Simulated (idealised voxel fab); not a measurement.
voxel gate over fins: a process module
It is cross-section cut that appears here, measuring 160 nm in width, its square cells being 5 nm in size.
This document writes a cross-section as a grid whose cells are square, and gives it as bands, listed from the top down; one or more rows of cells form a band. It is stipulated that each band's entry specify, in nanometres, the height of the top of the band and then that of its bottom, followed by the materials of the band in left-to-right sequence, each together with its width in nanometres. A single material marked by the word "full width" is understood to fill the band from edge to edge; the word "air" is understood to denote empty space. Height is counted from the level 0, under which the received wafer is composed throughout of one material. The lowest of the bands is not closed at the bottom but continues downward, in the notation "from 0 down". A width given as "30 to 40" starts at the first number in the band's top row and ends at the second number in its bottom row, shifting by an equal amount at every step from row to row. What does "all unchanged" mean for a step? It means no cell of the cross-section changed in that step. "Unvented voids": sealed empty spaces, 8 cells or more, no open way to top, listed width x height at distance, with distance from the left edge and width, height and distance in nm. Anything after a step's settings on that line? It's the simulator's own note about the step. The "overlay nm" setting may appear on a step's line; for a step that uses a mask, it gives how far to the right of its planned position the mask lay, and a negative value indicates the left.

### Planned step list for the process
1: RECEIVE [material Si]
2: CONFORMAL_DEP [material SiN] [thk nm 10]
3: MASKED_ETCH [tone cover] [mask id FINS] [width nm 15] [pitch nm 60] [etch materials SiN] [depth nm 10] [overlay nm 0]
4: MASKED_ETCH [tone cover] [mask id FINS] [width nm 15] [pitch nm 60] [etch materials Si] [depth nm 35] [overlay nm 0]
5: OXIDIZE [depth nm 5]
6: FILL_DEP [material SiO2] [thk nm 15]
7: CMP [height nm 10]
8: MASKED_ETCH [tone open] [mask id RAIL] [width nm 15] [etch materials SiO2] [depth nm 40] [overlay nm 0]
9: CONFORMAL_DEP [material TiN] [thk nm 5]
10: FILL_DEP [material Ru] [thk nm 5]
11: CMP [height nm 10]
12: SELECTIVE_ETCH [etch materials W Ru TiN] [depth nm 25]
13: FILL_DEP [material SiO2] [thk nm 5]
14: CMP [height nm 10]
15: SELECTIVE_ETCH [etch materials SiO2] [depth nm 20]
16: STRIP [etch materials SiN]
17: CONFORMAL_DEP [material HfO2] [thk nm 5]
18: CONFORMAL_DEP [material TiN] [thk nm 5]
19: CONFORMAL_DEP [material TiAl] [thk nm 5]
20: CONFORMAL_DEP [material TiN] [thk nm 5]
21: FILL_DEP [material W] [thk nm 10]
22: CMP [height nm 25]
23: CONFORMAL_DEP [material SiN] [thk nm 10]
The width nm used in step 4 is not the same on every wafer, whereas the starting condition is; the value printed in the plan is the first wafer's.

### As-received cross-section, first of several wafers, post step 1
> from 0 down | Si full width
> Unvented voids: none

### Per-wafer rows below. For each material: cells gained (+) or lost (-) since the wafer was received, as of end of module. Then: closed voids
width nm 15, +40 HfO2, +2 Ru, -240 Si, +64 SiN, +171 SiO2, +40 TiAl, +87 TiN, +60 W, Unvented voids: none
width nm 20, +40 HfO2, +2 Ru, -226 Si, +64 SiN, +159 SiO2, +40 TiAl, +87 TiN, +58 W, Unvented voids: none
width nm 25, +40 HfO2, +2 Ru, -212 Si, +64 SiN, +147 SiO2, +40 TiAl, +87 TiN, +56 W, Unvented voids: none
width nm 30, +40 HfO2, +2 Ru, -198 Si, +64 SiN, +135 SiO2, +40 TiAl, +87 TiN, +54 W, Unvented voids: none
